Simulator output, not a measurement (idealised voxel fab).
process module | voxel transistor to metal
This is section cut - it's 205 nm across, gridded in 5 nm square cells.
Think of the cross-section as a grid of square cells. We describe it in bands, top to bottom, and each band covers one or more rows of those cells.
First you get the band's top height and its bottom height, in nm, and then the materials it's made of, left to right, with each width in nm. If you see a single material with "edge to edge", that one covers the band edge to edge. "air" is empty space.
The level at which height equals 0 is the one under which the wafer, as it arrives, is entirely one material. No lower edge exists for the bottom band, which continues downward and is notated as in "0 -> down".
Width spec "30..40" -> top row of cells at first value, bottom row at second value, equal per-row change in between.
What does "nothing different" mean for a step? It means no cell of the cross-section changed in that step.
If an empty space has no open way to the top and is at least 8 cells in size, "Enclosed void catalog" lists it, written width x height at distance, where distance is measured from the left edge and every value is in nm.
Where a step's line continues beyond its settings, the continuation is a remark by the simulator itself on that step.
The optional step-line setting "overlay nm" applies to steps with a mask and quantifies how far to the right of its planned location the mask lay, a negative value indicating leftward placement.
# Intended process steps
1 RECEIVE: material Si
2 CONFORMAL_DEP: material SiO2, thk nm 5
3 CONFORMAL_DEP: material SiN, thk nm 15
4 PATTERN: tone cover, mask id ACTIVE, material resist, width nm 105, thk nm 20, overlay nm 0
5 DIRECTIONAL_ETCH: etch materials SiN, depth nm 15
6 DIRECTIONAL_ETCH: etch materials SiO2, depth nm 5
7 DIRECTIONAL_ETCH: etch materials Si, depth nm 30
8 STRIP: etch materials resist
9 OXIDIZE: depth nm 5
10 FILL_DEP: material SiO2, thk nm 15
11 CMP: height nm 20
12 SELECTIVE_ETCH: etch materials SiO2, depth nm 15
13 STRIP: etch materials SiN
14 SELECTIVE_ETCH: etch materials SiO2, depth nm 5
15 OXIDIZE: depth nm 5
16 DIRECTIONAL_DEP: material polySi, thk nm 25
17 DIRECTIONAL_DEP: material SiCN, thk nm 10
18 PATTERN: tone cover, mask id GATE, material resist, width nm 25, thk nm 15, overlay nm 0
19 DIRECTIONAL_ETCH: etch materials SiCN, depth nm 20
20 DIRECTIONAL_ETCH: etch materials polySi, depth nm 35
21 STRIP: etch materials resist
22 CONFORMAL_DEP: material SiN, thk nm 10
23 DIRECTIONAL_ETCH: etch materials SiN, depth nm 10
24 DIRECTIONAL_ETCH: etch materials SiO2, depth nm 5
25 EPI: material nSi, thk nm 5
26 FILL_DEP: material SiO2, thk nm 10
27 CMP: height nm 25
28 STRIP: etch materials polySi
29 SELECTIVE_ETCH: etch materials SiO2, depth nm 5
30 CONFORMAL_DEP: material HfO2, thk nm 5
31 CONFORMAL_DEP: material TiN, thk nm 5
32 FILL_DEP: material W, thk nm 10
33 CMP: height nm 20
34 DIRECTIONAL_DEP: material SiO2, thk nm 15
35 MASKED_ETCH: tone open, mask id CONTACT, width nm 15, pitch nm 80, etch materials SiO2, depth nm 35, overlay nm 0
36 CONFORMAL_DEP: material TiN, thk nm 5
37 FILL_DEP: material W, thk nm 5
38 CMP: height nm 35
39 DIRECTIONAL_DEP: material TiN, thk nm 5
40 DIRECTIONAL_DEP: material W, thk nm 15
41 DIRECTIONAL_DEP: material aC, thk nm 10
42 PATTERN: tone cover, mask id METAL_1, material resist, width nm 15, pitch nm 80, thk nm 25, overlay nm 0
43 DIRECTIONAL_ETCH: etch materials aC, depth nm 10
44 STRIP: etch materials resist
45 DIRECTIONAL_ETCH: etch materials W, depth nm 15
46 DIRECTIONAL_ETCH: etch materials TiN, depth nm 5
47 STRIP: etch materials aC
48 CONFORMAL_DEP: material SiCN, thk nm 5
49 FILL_DEP: material SiO2, thk nm 10
50 CMP: height nm 55
51 CONFORMAL_DEP: material SiCN, thk nm 5
52 DIRECTIONAL_DEP: material SiO2, thk nm 30
53 MASKED_ETCH: tone open, mask id METAL_2, width nm 15, pitch nm 80, etch materials SiO2, depth nm 20, overlay nm 0
54 DIRECTIONAL_DEP: material aC, thk nm 15
55 PATTERN: tone open, mask id METAL_2_HOLES, material resist, width nm 15, pitch nm 80, thk nm 35, overlay nm -15
56 DIRECTIONAL_ETCH: etch materials aC, depth nm 15
57 STRIP: etch materials resist
58 DIRECTIONAL_ETCH: etch materials SiO2, depth nm 10
59 DIRECTIONAL_ETCH: etch materials SiCN, depth nm 5
60 STRIP: etch materials aC
61 CONFORMAL_DEP: material TiN, thk nm 5
62 FILL_DEP: material Cu, thk nm 5
63 CMP: height nm 90
64 CONFORMAL_DEP: material SiCN, thk nm 5
The plan's step 55 overlay nm is the first wafer's value; the wafers differ in this setting and start identical.
# After step 1, as received: first of several wafers, cross-section
* 0 -> down: Si edge to edge
* Enclosed void catalog: none
# First of several wafers in cross-section at module end, following the final step, step 64
* 95 -> 90: SiCN edge to edge
* 90 -> 80: SiO2 40 | TiN 5..20 | Cu 20..5 | TiN 5 | SiO2 50 | TiN 5..20 | Cu 20..5 | TiN 5 | SiO2 55
* 80 -> 75: SiO2 55 | TiN 5 | Cu 5 | TiN 5 | SiO2 65 | TiN 5 | Cu 5 | TiN 5 | SiO2 55
* 75 -> 70: SiO2 55 | TiN 15 | SiO2 65 | TiN 15 | SiO2 55
* 70 -> 60: SiO2 edge to edge
* 60 -> 55: SiCN edge to edge
* 55 -> 40: SiO2 50 | SiCN 5 | W 15 | SiCN 5 | SiO2 55 | SiCN 5 | W 15 | SiCN 5 | SiO2 50
* 40 -> 35: SiCN 55 | TiN 15 | SiCN 65 | TiN 15 | SiCN 55
* 35 -> 20: SiO2 55 | TiN 5 | W 5 | TiN 5 | SiO2 65 | TiN 5 | W 5 | TiN 5 | SiO2 55
* 20 -> 5: SiO2 55 | TiN 5 | W 5 | TiN 5 | SiO2 10 | SiN 10 | HfO2 5 | TiN 5 | W 5 | TiN 5 | HfO2 5 | SiN 10 | SiO2 10 | TiN 5 | W 5 | TiN 5 | SiO2 55
* 5 -> 0: SiO2 55 | TiN 15 | SiO2 10 | SiN 10 | HfO2 5 | TiN 15 | HfO2 5 | SiN 10 | SiO2 10 | TiN 15 | SiO2 55
* 0 -> -5: SiO2 50 | nSi 30 | SiO2 5 | HfO2 35 | SiO2 5 | nSi 30 | SiO2 50
* -5 -> -35: SiO2 55 | Si 95 | SiO2 55
* -35 -> down: Si edge to edge
* Enclosed void catalog: none
# Wafer cross-section (last wafer, module end)
* 95 -> 90: SiCN edge to edge
* 90 -> 80: SiO2 55 | TiN 5 | Cu 20..5 | TiN 5..20 | SiO2 50 | TiN 5 | Cu 20..5 | TiN 5..20 | SiO2 40
* 80 -> 75: SiO2 55 | TiN 5 | Cu 5 | TiN 5 | SiO2 65 | TiN 5 | Cu 5 | TiN 5 | SiO2 55
* 75 -> 70: SiO2 55 | TiN 15 | SiO2 65 | TiN 15 | SiO2 55
* 70 -> 60: SiO2 edge to edge
* 60 -> 55: SiCN edge to edge
* 55 -> 40: SiO2 50 | SiCN 5 | W 15 | SiCN 5 | SiO2 55 | SiCN 5 | W 15 | SiCN 5 | SiO2 50
* 40 -> 35: SiCN 55 | TiN 15 | SiCN 65 | TiN 15 | SiCN 55
* 35 -> 20: SiO2 55 | TiN 5 | W 5 | TiN 5 | SiO2 65 | TiN 5 | W 5 | TiN 5 | SiO2 55
* 20 -> 5: SiO2 55 | TiN 5 | W 5 | TiN 5 | SiO2 10 | SiN 10 | HfO2 5 | TiN 5 | W 5 | TiN 5 | HfO2 5 | SiN 10 | SiO2 10 | TiN 5 | W 5 | TiN 5 | SiO2 55
* 5 -> 0: SiO2 55 | TiN 15 | SiO2 10 | SiN 10 | HfO2 5 | TiN 15 | HfO2 5 | SiN 10 | SiO2 10 | TiN 15 | SiO2 55
* 0 -> -5: SiO2 50 | nSi 30 | SiO2 5 | HfO2 35 | SiO2 5 | nSi 30 | SiO2 50
* -5 -> -35: SiO2 55 | Si 95 | SiO2 55
* -35 -> down: Si edge to edge
* Enclosed void catalog: none
# Where each wafer stands at the end of the module, a row apiece: cells of each material gained (+) or lost (-) since it was received, then closed voids
overlay nm -15; +12 Cu; +15 HfO2; -173 Si; +129 SiCN; +16 SiN; +666 SiO2; +69 TiN; +33 W; +12 nSi; Enclosed void catalog: none
overlay nm -10; +10 Cu; +15 HfO2; -173 Si; +127 SiCN; +16 SiN; +666 SiO2; +73 TiN; +33 W; +12 nSi; Enclosed void catalog: none
overlay nm -5; +8 Cu; +15 HfO2; -173 Si; +125 SiCN; +16 SiN; +666 SiO2; +77 TiN; +33 W; +12 nSi; Enclosed void catalog: none
overlay nm 0; +12 Cu; +15 HfO2; -173 Si; +123 SiCN; +16 SiN; +666 SiO2; +75 TiN; +33 W; +12 nSi; Enclosed void catalog: none
overlay nm 5; +8 Cu; +15 HfO2; -173 Si; +125 SiCN; +16 SiN; +666 SiO2; +77 TiN; +33 W; +12 nSi; Enclosed void catalog: none
overlay nm 10; +10 Cu; +15 HfO2; -173 Si; +127 SiCN; +16 SiN; +666 SiO2; +73 TiN; +33 W; +12 nSi; Enclosed void catalog: none
overlay nm 15; +12 Cu; +15 HfO2; -173 Si; +129 SiCN; +16 SiN; +666 SiO2; +69 TiN; +33 W; +12 nSi; Enclosed void catalog: none
